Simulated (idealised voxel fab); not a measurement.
The following is a process module called voxel air gaps.
We display cut, a cross-section 270 nm in width whose square cells are each 5 nm.
Format of a cross-section: grid, square cells. Given as bands. Order: top down. Band: one or more rows of cells.
This entry defines a band. It first specifies the height of the band's top and the height of its bottom in nm, and then specifies the band's materials from left to right, stating each material with its width in nm. The word "all across" identifies a single material that fills the band from edge to edge, while the word "air" identifies empty space.
Heights are reckoned from 0. Under this level, the received wafer is all of one material. The bottommost band is open-ended downward, for example "z 0 and below".
Width spec "30 to 40" -> top row of cells at first value, bottom row at second value, equal per-row change in between.
Take "no modification" at face value: in the step it is given for, the cross-section changed in none of its cells.
"Fully enclosed voids" means: voids of 8 cells or more that are shut off from the top with no open way through. Written width x height at distance, distance from the left edge, in nm.
It should be noted that, on the line of a given step, the content following the step's settings is a remark produced by the simulator itself with respect to that step.
If you see "overlay nm" on a step's line and that step has a mask, it's telling you how far right of where it was planned the mask ended up; a negative number means it went left instead.

This section lists the process steps that were planned
1,RECEIVE,material Si
2,CONFORMAL_DEP,material SiO2,thk nm 15
3,CONFORMAL_DEP,material SiCN,thk nm 5
4,DIRECTIONAL_DEP,material SiO2,thk nm 30
5,PATTERN,tone open,mask id LINES,material resist,width nm 25,pitch nm 50,thk nm 20,overlay nm 0
6,DIRECTIONAL_ETCH,etch materials SiO2,depth nm 30
7,STRIP,etch materials resist
8,CONFORMAL_DEP,material TiN,thk nm 5
9,FILL_DEP,material Ru,thk nm 10
10,CMP,height nm 50
11,EPI,material Ru,thk nm 10
12,SELECTIVE_ETCH,etch materials SiO2,depth nm 40
13,CONFORMAL_DEP,material SiCN,thk nm 5

Cross-section, incoming material, after step 1
    z 0 and below: Si all across
    Fully enclosed voids: none

Starting wafer: above. Plan: above. Run: one mistake. Cross-section after the module: below
    z 65 to 60: 30 of air  205 of SiCN  35 of air
    z 60 to 50: 30 of air  5 of SiCN  45 of Ru  5 of SiCN  45 of Ru  5 of SiCN  45 of Ru  5 of SiCN  45 of Ru  5 of SiCN  35 of air
    z 50 to 45: 30 of air  15 of SiCN  5 of TiN  15 of Ru  5 of TiN  25 of SiCN  5 of TiN  15 of Ru  5 of TiN  25 of SiCN  5 of TiN  15 of Ru  5 of TiN  25 of SiCN  5 of TiN  15 of Ru  5 of TiN  15 of SiCN  35 of air
    z 45 to 25: 40 of air  5 of SiCN  5 of TiN  15 of Ru  5 of TiN  5 of SiCN  15 of air  5 of SiCN  5 of TiN  15 of Ru  5 of TiN  5 of SiCN  15 of air  5 of SiCN  5 of TiN  15 of Ru  5 of TiN  5 of SiCN  15 of air  5 of SiCN  5 of TiN  15 of Ru  5 of TiN  5 of SiCN  45 of air
    z 25 to 20: 45 of SiCN  25 of TiN  25 of SiCN  25 of TiN  25 of SiCN  25 of TiN  25 of SiCN  25 of TiN  50 of SiCN
    z 20 to 15: SiCN all across
    z 15 to 0: TiN all across
    z 0 and below: Si all across
    Fully enclosed voids: 15 x 20 at 75; 15 x 20 at 125; 15 x 20 at 175
Deviation noted in wafer processing: step 2 was not run as planned; what actually ran was CONFORMAL_DEP,material TiN,thk nm 15
